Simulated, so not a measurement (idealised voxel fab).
Process module name: voxel air gaps
FYI the section here is cut, 175 nm wide, cells are 5 nm squares.
Think of the cross-section as a grid of square cells. We describe it in bands, top to bottom, and each band covers one or more rows of those cells.
Heights first: top, then bottom, in nm. Then materials, left to right, each with a width in nm. "throughout" on a single material: fills the band edge to edge. "air": empty space.
All heights in this document are referenced to 0, defined as the level beneath which the wafer, as received, consists entirely of one material. The lowest band is not bounded below; it extends indefinitely downward and is written in the form "top 0, no bottom".
The width entry "30 to 40" should be interpreted row by row: the top row of cells in the band takes the first number, the bottom row takes the second number, and the change between adjacent rows is uniform throughout.
You'll sometimes find "everything unchanged" written for a step, and that's the way of saying that nowhere in the cross-section did a cell change during that step.
"Enclosed voids" means: voids of 8 cells or more that are shut off from the top with no open way through. Written width x height at distance, distance from the left edge, in nm.
Post-settings text on a step line: simulator's own remark regarding the step.
On any step carrying a mask, the "overlay nm" setting, if present on the step's line, tells how far right of its planned place the mask lay; negative values point to the left.
SO HERE'S THE LINEUP OF PROCESS STEPS WE PLANNED
1: RECEIVE [material Si]
2: CONFORMAL_DEP [material SiO2] [thk nm 15]
3: CONFORMAL_DEP [material SiCN] [thk nm 5]
4: DIRECTIONAL_DEP [material SiO2] [thk nm 30]
5: MASKED_ETCH [tone open] [mask id LINES] [width nm 20] [pitch nm 45] [etch materials SiO2] [depth nm 30] [overlay nm 0]
6: CONFORMAL_DEP [material TiN] [thk nm 5]
7: FILL_DEP [material Cu] [thk nm 10]
8: CMP [height nm 50]
9: EPI [material Ru] [thk nm 10]
10: SELECTIVE_ETCH [etch materials SiO2] [depth nm 40]
11: CONFORMAL_DEP [material SiCN] [thk nm 5]
CROSS-SECTION OF THE WAFER AT RECEIPT, WHICH IS THE CONDITION AFTER STEP 1
- top 0, no bottom  Si throughout
- Enclosed voids: none
STARTING WAFER: ABOVE. PLAN: ABOVE. RUN: ONE MISTAKE. CROSS-SECTION AFTER THE MODULE: BELOW
- top 65, bottom 60  20 nm air  135 nm SiCN  20 nm air
- top 60, bottom 50  20 nm air  5 nm SiCN  35 nm Ru  10 nm SiCN  35 nm Ru  10 nm SiCN  35 nm Ru  5 nm SiCN  20 nm air
- top 50, bottom 45  20 nm air  15 nm SiCN  5 nm TiN  5 nm Cu  5 nm TiN  30 nm SiCN  5 nm TiN  5 nm Cu  5 nm TiN  30 nm SiCN  5 nm TiN  5 nm Cu  5 nm TiN  15 nm SiCN  20 nm air
- top 45, bottom 25  30 nm air  5 nm SiCN  5 nm TiN  5 nm Cu  5 nm TiN  5 nm SiCN  20 nm air  5 nm SiCN  5 nm TiN  5 nm Cu  5 nm TiN  5 nm SiCN  20 nm air  5 nm SiCN  5 nm TiN  5 nm Cu  5 nm TiN  5 nm SiCN  30 nm air
- top 25, bottom 20  35 nm SiCN  15 nm TiN  30 nm SiCN  15 nm TiN  30 nm SiCN  15 nm TiN  35 nm SiCN
- top 20, bottom 15  SiCN throughout
- top 15, bottom 0  SiO2 throughout
- top 0, no bottom  Si throughout
- Enclosed voids: 20 x 20 at 55; 20 x 20 at 100
Against the plan, the run slipped here: heads up, step 5 didn't go per plan, it actually ran as MASKED_ETCH [tone open] [mask id LINES] [width nm 15] [pitch nm 45] [etch materials SiO2] [depth nm 30] [overlay nm 0]
